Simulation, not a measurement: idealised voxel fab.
voxel self aligned vias: a process module
Cross-section cut: width 240 nm, square cells of 5 nm.
Reading order for cross-sections: top band down to bottom band. Underlying form: a grid of square cells. Band size: one or more rows of cells. What a band's entry tells you: where the top is and where the bottom is, as heights in nm, and after that what lies inside, material by material from left to right, each with its width in nm. Empty space is written as the word "empty", and a single material marked with the word "full width" occupies the band from edge to edge. Basically, 0 is our baseline, since under it the wafer straight out of the box is all one material. The bottom band has no lower end and keeps on going down, so it looks like "0 down". Note: "30..40" means the width goes from the first number (top row of the band) to the second number (bottom row) in equal steps per row of cells. Key: "no modifications" - step with no changed cell in the cross-section. Look at "Closed void list" for the closed voids: empty spaces with no open path to the top, sized 8 cells or up. Each is width x height at distance, distance from the left edge, all nm. Anything after a step's settings on that line? It's the simulator's own note about the step. overlay nm: step with mask; distance mask lay right of planned place; negative value = left of planned place.

Planned process steps:
- 1: RECEIVE,material Si
- 2: CONFORMAL_DEP,material SiO2,thk nm 15
- 3: CONFORMAL_DEP,material SiCN,thk nm 5
- 4: DIRECTIONAL_DEP,material SiO2,thk nm 30
- 5: DIRECTIONAL_DEP,material aC,thk nm 10
- 6: PATTERN,tone open,mask id LINES,material resist,width nm 20,pitch nm 50,thk nm 30,overlay nm 0
- 7: DIRECTIONAL_ETCH,etch materials aC,depth nm 10
- 8: STRIP,etch materials resist
- 9: DIRECTIONAL_ETCH,etch materials SiO2,depth nm 30
- 10: STRIP,etch materials aC
- 11: CONFORMAL_DEP,material TiN,thk nm 5
- 12: FILL_DEP,material Ru,thk nm 5
- 13: CMP,height nm 50
- 14: SELECTIVE_ETCH,etch materials W Ru TiN,depth nm 5
- 15: FILL_DEP,material SiN,thk nm 5
- 16: CMP,height nm 50
- 17: DIRECTIONAL_DEP,material SiO2,thk nm 20
- 18: PATTERN,tone open,mask id VIAS,material resist,width nm 30,pitch nm 100,thk nm 20,overlay nm 0
- 19: DIRECTIONAL_ETCH,etch materials SiO2,depth nm 20
- 20: DIRECTIONAL_ETCH,etch materials SiN,depth nm 5
- 21: STRIP,etch materials resist
- 22: CONFORMAL_DEP,material TiN,thk nm 5
- 23: FILL_DEP,material Cu,thk nm 5
- 24: CMP,height nm 70
- 25: CONFORMAL_DEP,material SiN,thk nm 5

Below: the first of two wafers, run as planned:

Cross-section of the wafer upon arrival, representing the state reached after step 1:
- 0 down: Si full width
- Closed void list: none

Cross-sectional representation of the wafer at the conclusion of step 2:
- 15 to 0: SiO2 full width
- Under 0: no change, same as before.

Cross-sectional representation of the wafer at the conclusion of step 3:
- 20 to 15: SiCN full width
- Under 15: no change, same as before.

Cross-sectional representation of the wafer at the conclusion of step 4:
- 50 to 20: SiO2 full width
- Under 20: no change, same as before.

Cross-sectional representation of the wafer at the conclusion of step 5:
- 60 to 50: aC full width
- Under 50: no change, same as before.

Cross-sectional representation of the wafer at the conclusion of step 6:
- 90 to 60: resist 60 nm; empty 20 nm; resist 30 nm; empty 20 nm; resist 30 nm; empty 20 nm; resist 60 nm
- Under 60: no change, same as before.

Cross-sectional representation of the wafer at the conclusion of step 7:
- 80 to 60: resist 60 nm; empty 20 nm; resist 30 nm; empty 20 nm; resist 30 nm; empty 20 nm; resist 60 nm
- 60 to 50: aC 60 nm; empty 20 nm; aC 30 nm; empty 20 nm; aC 30 nm; empty 20 nm; aC 60 nm
- Under 50: no change, same as before.

Cross-sectional representation of the wafer at the conclusion of step 8:
- 60 to 50: aC 60 nm; empty 20 nm; aC 30 nm; empty 20 nm; aC 30 nm; empty 20 nm; aC 60 nm
- Under 50: no change, same as before.

Cross-sectional representation of the wafer at the conclusion of step 9:
- 60 to 50: aC 60 nm; empty 20 nm; aC 30 nm; empty 20 nm; aC 30 nm; empty 20 nm; aC 60 nm
- 50 to 20: SiO2 60 nm; empty 20 nm; SiO2 30 nm; empty 20 nm; SiO2 30 nm; empty 20 nm; SiO2 60 nm
- Under 20: no change, same as before.

Cross-sectional representation of the wafer at the conclusion of step 10:
- 50 to 20: SiO2 60 nm; empty 20 nm; SiO2 30 nm; empty 20 nm; SiO2 30 nm; empty 20 nm; SiO2 60 nm
- Under 20: no change, same as before.

Cross-sectional representation of the wafer at the conclusion of step 11:
- 55 to 50: TiN 65 nm; empty 10 nm; TiN 40 nm; empty 10 nm; TiN 40 nm; empty 10 nm; TiN 65 nm
- 50 to 25: SiO2 60 nm; TiN 5 nm; empty 10 nm; TiN 5 nm; SiO2 30 nm; TiN 5 nm; empty 10 nm; TiN 5 nm; SiO2 30 nm; TiN 5 nm; empty 10 nm; TiN 5 nm; SiO2 60 nm
- 25 to 20: SiO2 60 nm; TiN 20 nm; SiO2 30 nm; TiN 20 nm; SiO2 30 nm; TiN 20 nm; SiO2 60 nm
- Under 20: no change, same as before.

Cross-sectional representation of the wafer at the conclusion of step 12:
- 60 to 55: Ru full width
- 55 to 50: TiN 65 nm; Ru 10 nm; TiN 40 nm; Ru 10 nm; TiN 40 nm; Ru 10 nm; TiN 65 nm
- 50 to 25: SiO2 60 nm; TiN 5 nm; Ru 10 nm; TiN 5 nm; SiO2 30 nm; TiN 5 nm; Ru 10 nm; TiN 5 nm; SiO2 30 nm; TiN 5 nm; Ru 10 nm; TiN 5 nm; SiO2 60 nm
- Under 25: no change, same as before.

Cross-sectional representation of the wafer at the conclusion of step 13:
- 50 to 25: SiO2 60 nm; TiN 5 nm; Ru 10 nm; TiN 5 nm; SiO2 30 nm; TiN 5 nm; Ru 10 nm; TiN 5 nm; SiO2 30 nm; TiN 5 nm; Ru 10 nm; TiN 5 nm; SiO2 60 nm
- Under 25: no change, same as before.

Cross-sectional representation of the wafer at the conclusion of step 14:
- 50 to 45: SiO2 60 nm; empty 20 nm; SiO2 30 nm; empty 20 nm; SiO2 30 nm; empty 20 nm; SiO2 60 nm
- Under 45: no change, same as before.

Cross-sectional representation of the wafer at the conclusion of step 15:
- 55 to 50: SiN full width
- 50 to 45: SiO2 60 nm; SiN 20 nm; SiO2 30 nm; SiN 20 nm; SiO2 30 nm; SiN 20 nm; SiO2 60 nm
- Under 45: no change, same as before.

Cross-sectional representation of the wafer at the conclusion of step 16:
- 50 to 45: SiO2 60 nm; SiN 20 nm; SiO2 30 nm; SiN 20 nm; SiO2 30 nm; SiN 20 nm; SiO2 60 nm
- Under 45: no change, same as before.

Cross-sectional representation of the wafer at the conclusion of step 17:
- 70 to 50: SiO2 full width
- Under 50: no change, same as before.

Cross-sectional representation of the wafer at the conclusion of step 18:
- 90 to 70: resist 55 nm; empty 30 nm; resist 70 nm; empty 30 nm; resist 55 nm
- Under 70: no change, same as before.

Cross-sectional representation of the wafer at the conclusion of step 19:
- 90 to 70: resist 55 nm; empty 30 nm; resist 70 nm; empty 30 nm; resist 55 nm
- 70 to 50: SiO2 55 nm; empty 30 nm; SiO2 70 nm; empty 30 nm; SiO2 55 nm
- Under 50: no change, same as before.

Cross-sectional representation of the wafer at the conclusion of step 20:
- 90 to 70: resist 55 nm; empty 30 nm; resist 70 nm; empty 30 nm; resist 55 nm
- 70 to 50: SiO2 55 nm; empty 30 nm; SiO2 70 nm; empty 30 nm; SiO2 55 nm
- 50 to 45: SiO2 60 nm; empty 20 nm; SiO2 30 nm; SiN 20 nm; SiO2 30 nm; empty 20 nm; SiO2 60 nm
- Under 45: no change, same as before.

Cross-sectional representation of the wafer at the conclusion of step 21:
- 70 to 50: SiO2 55 nm; empty 30 nm; SiO2 70 nm; empty 30 nm; SiO2 55 nm
- Under 50: no change, same as before.

Cross-sectional representation of the wafer at the conclusion of step 22:
- 75 to 70: TiN 60 nm; empty 20 nm; TiN 80 nm; empty 20 nm; TiN 60 nm
- 70 to 55: SiO2 55 nm; TiN 5 nm; empty 20 nm; TiN 5 nm; SiO2 70 nm; TiN 5 nm; empty 20 nm; TiN 5 nm; SiO2 55 nm
- 55 to 50: SiO2 55 nm; TiN 10 nm; empty 10 nm; TiN 10 nm; SiO2 70 nm; TiN 10 nm; empty 10 nm; TiN 10 nm; SiO2 55 nm
- 50 to 45: SiO2 60 nm; TiN 20 nm; SiO2 30 nm; SiN 20 nm; SiO2 30 nm; TiN 20 nm; SiO2 60 nm
- Under 45: no change, same as before.

Cross-sectional representation of the wafer at the conclusion of step 23:
- 80 to 75: Cu full width
- 75 to 70: TiN 60 nm; Cu 20 nm; TiN 80 nm; Cu 20 nm; TiN 60 nm
- 70 to 55: SiO2 55 nm; TiN 5 nm; Cu 20 nm; TiN 5 nm; SiO2 70 nm; TiN 5 nm; Cu 20 nm; TiN 5 nm; SiO2 55 nm
- 55 to 50: SiO2 55 nm; TiN 10 nm; Cu 10 nm; TiN 10 nm; SiO2 70 nm; TiN 10 nm; Cu 10 nm; TiN 10 nm; SiO2 55 nm
- Under 50: no change, same as before.

Cross-sectional representation of the wafer at the conclusion of step 24:
- 70 to 55: SiO2 55 nm; TiN 5 nm; Cu 20 nm; TiN 5 nm; SiO2 70 nm; TiN 5 nm; Cu 20 nm; TiN 5 nm; SiO2 55 nm
- Under 55: no change, same as before.

Cross-sectional representation of the wafer at the conclusion of step 25:
- 75 to 70: SiN full width
- Under 70: no change, same as before.

Second Wafer (Identical Start and Plan, One Processing Error; Matches First Wafer Through Step 1):

Second wafer cross-section, taken as of the time the plan sets for step 2 to be done:
- 25 to 0: SiO2 full width
- Under 0: no change, same as before.

Second wafer cross-section, taken as of the time the plan sets for step 3 to be done:
- 30 to 25: SiCN full width
- Under 25: no change, same as before.

Second wafer cross-section, taken as of the time the plan sets for step 4 to be done:
- 60 to 30: SiO2 full width
- Under 30: no change, same as before.

Second wafer cross-section, taken as of the time the plan sets for step 5 to be done:
- 70 to 60: aC full width
- Under 60: no change, same as before.

Second wafer cross-section, taken as of the time the plan sets for step 6 to be done:
- 100 to 70: resist 60 nm; empty 20 nm; resist 30 nm; empty 20 nm; resist 30 nm; empty 20 nm; resist 60 nm
- Under 70: no change, same as before.

Second wafer cross-section, taken as of the time the plan sets for step 7 to be done:
- 90 to 70: resist 60 nm; empty 20 nm; resist 30 nm; empty 20 nm; resist 30 nm; empty 20 nm; resist 60 nm
- 70 to 60: aC 60 nm; empty 20 nm; aC 30 nm; empty 20 nm; aC 30 nm; empty 20 nm; aC 60 nm
- Under 60: no change, same as before.

Second wafer cross-section, taken as of the time the plan sets for step 8 to be done:
- 70 to 60: aC 60 nm; empty 20 nm; aC 30 nm; empty 20 nm; aC 30 nm; empty 20 nm; aC 60 nm
- Under 60: no change, same as before.

Second wafer cross-section, taken as of the time the plan sets for step 9 to be done:
- 70 to 60: aC 60 nm; empty 20 nm; aC 30 nm; empty 20 nm; aC 30 nm; empty 20 nm; aC 60 nm
- 60 to 30: SiO2 60 nm; empty 20 nm; SiO2 30 nm; empty 20 nm; SiO2 30 nm; empty 20 nm; SiO2 60 nm
- Under 30: no change, same as before.

Second wafer cross-section, taken as of the time the plan sets for step 10 to be done:
- 60 to 30: SiO2 60 nm; empty 20 nm; SiO2 30 nm; empty 20 nm; SiO2 30 nm; empty 20 nm; SiO2 60 nm
- Under 30: no change, same as before.

Second wafer cross-section, taken as of the time the plan sets for step 11 to be done:
- 65 to 60: TiN 65 nm; empty 10 nm; TiN 40 nm; empty 10 nm; TiN 40 nm; empty 10 nm; TiN 65 nm
- 60 to 35: SiO2 60 nm; TiN 5 nm; empty 10 nm; TiN 5 nm; SiO2 30 nm; TiN 5 nm; empty 10 nm; TiN 5 nm; SiO2 30 nm; TiN 5 nm; empty 10 nm; TiN 5 nm; SiO2 60 nm
- 35 to 30: SiO2 60 nm; TiN 20 nm; SiO2 30 nm; TiN 20 nm; SiO2 30 nm; TiN 20 nm; SiO2 60 nm
- Under 30: no change, same as before.

Second wafer cross-section, taken as of the time the plan sets for step 12 to be done:
- 70 to 65: Ru full width
- 65 to 60: TiN 65 nm; Ru 10 nm; TiN 40 nm; Ru 10 nm; TiN 40 nm; Ru 10 nm; TiN 65 nm
- 60 to 35: SiO2 60 nm; TiN 5 nm; Ru 10 nm; TiN 5 nm; SiO2 30 nm; TiN 5 nm; Ru 10 nm; TiN 5 nm; SiO2 30 nm; TiN 5 nm; Ru 10 nm; TiN 5 nm; SiO2 60 nm
- Under 35: no change, same as before.

Second wafer cross-section, taken as of the time the plan sets for step 13 to be done:
- 50 to 35: SiO2 60 nm; TiN 5 nm; Ru 10 nm; TiN 5 nm; SiO2 30 nm; TiN 5 nm; Ru 10 nm; TiN 5 nm; SiO2 30 nm; TiN 5 nm; Ru 10 nm; TiN 5 nm; SiO2 60 nm
- Under 35: no change, same as before.

Second wafer cross-section, taken as of the time the plan sets for step 14 to be done:
- 50 to 45: SiO2 60 nm; empty 20 nm; SiO2 30 nm; empty 20 nm; SiO2 30 nm; empty 20 nm; SiO2 60 nm
- Under 45: no change, same as before.

Second wafer cross-section, taken as of the time the plan sets for step 15 to be done:
- 55 to 50: SiN full width
- 50 to 45: SiO2 60 nm; SiN 20 nm; SiO2 30 nm; SiN 20 nm; SiO2 30 nm; SiN 20 nm; SiO2 60 nm
- Under 45: no change, same as before.

Second wafer cross-section, taken as of the time the plan sets for step 16 to be done:
- 50 to 45: SiO2 60 nm; SiN 20 nm; SiO2 30 nm; SiN 20 nm; SiO2 30 nm; SiN 20 nm; SiO2 60 nm
- Under 45: no change, same as before.

Second wafer cross-section, taken as of the time the plan sets for step 17 to be done:
- 70 to 50: SiO2 full width
- Under 50: no change, same as before.

Second wafer cross-section, taken as of the time the plan sets for step 18 to be done:
- 90 to 70: resist 55 nm; empty 30 nm; resist 70 nm; empty 30 nm; resist 55 nm
- Under 70: no change, same as before.

Second wafer cross-section, taken as of the time the plan sets for step 19 to be done:
- 90 to 70: resist 55 nm; empty 30 nm; resist 70 nm; empty 30 nm; resist 55 nm
- 70 to 50: SiO2 55 nm; empty 30 nm; SiO2 70 nm; empty 30 nm; SiO2 55 nm
- Under 50: no change, same as before.

Second wafer cross-section, taken as of the time the plan sets for step 20 to be done:
- 90 to 70: resist 55 nm; empty 30 nm; resist 70 nm; empty 30 nm; resist 55 nm
- 70 to 50: SiO2 55 nm; empty 30 nm; SiO2 70 nm; empty 30 nm; SiO2 55 nm
- 50 to 45: SiO2 60 nm; empty 20 nm; SiO2 30 nm; SiN 20 nm; SiO2 30 nm; empty 20 nm; SiO2 60 nm
- Under 45: no change, same as before.

Second wafer cross-section, taken as of the time the plan sets for step 21 to be done:
- 70 to 50: SiO2 55 nm; empty 30 nm; SiO2 70 nm; empty 30 nm; SiO2 55 nm
- Under 50: no change, same as before.

Second wafer cross-section, taken as of the time the plan sets for step 22 to be done:
- 75 to 70: TiN 60 nm; empty 20 nm; TiN 80 nm; empty 20 nm; TiN 60 nm
- 70 to 55: SiO2 55 nm; TiN 5 nm; empty 20 nm; TiN 5 nm; SiO2 70 nm; TiN 5 nm; empty 20 nm; TiN 5 nm; SiO2 55 nm
- 55 to 50: SiO2 55 nm; TiN 10 nm; empty 10 nm; TiN 10 nm; SiO2 70 nm; TiN 10 nm; empty 10 nm; TiN 10 nm; SiO2 55 nm
- 50 to 45: SiO2 60 nm; TiN 20 nm; SiO2 30 nm; SiN 20 nm; SiO2 30 nm; TiN 20 nm; SiO2 60 nm
- Under 45: no change, same as before.

Second wafer cross-section, taken as of the time the plan sets for step 23 to be done:
- 80 to 75: Cu full width
- 75 to 70: TiN 60 nm; Cu 20 nm; TiN 80 nm; Cu 20 nm; TiN 60 nm
- 70 to 55: SiO2 55 nm; TiN 5 nm; Cu 20 nm; TiN 5 nm; SiO2 70 nm; TiN 5 nm; Cu 20 nm; TiN 5 nm; SiO2 55 nm
- 55 to 50: SiO2 55 nm; TiN 10 nm; Cu 10 nm; TiN 10 nm; SiO2 70 nm; TiN 10 nm; Cu 10 nm; TiN 10 nm; SiO2 55 nm
- Under 50: no change, same as before.

Second wafer cross-section, taken as of the time the plan sets for step 24 to be done:
- 70 to 55: SiO2 55 nm; TiN 5 nm; Cu 20 nm; TiN 5 nm; SiO2 70 nm; TiN 5 nm; Cu 20 nm; TiN 5 nm; SiO2 55 nm
- Under 55: no change, same as before.

Second wafer cross-section, taken as of the time the plan sets for step 25 to be done:
- 75 to 70: SiN full width
- Under 70: no change, same as before.
Error vs. plan: not per plan at step 2, really ran CONFORMAL_DEP,material SiO2,thk nm 25
Upon completion, the second wafer contains, in terms of cells, a greater or smaller amount of certain materials than the first wafer: -12 Ru; +24 SiO2; -12 TiN
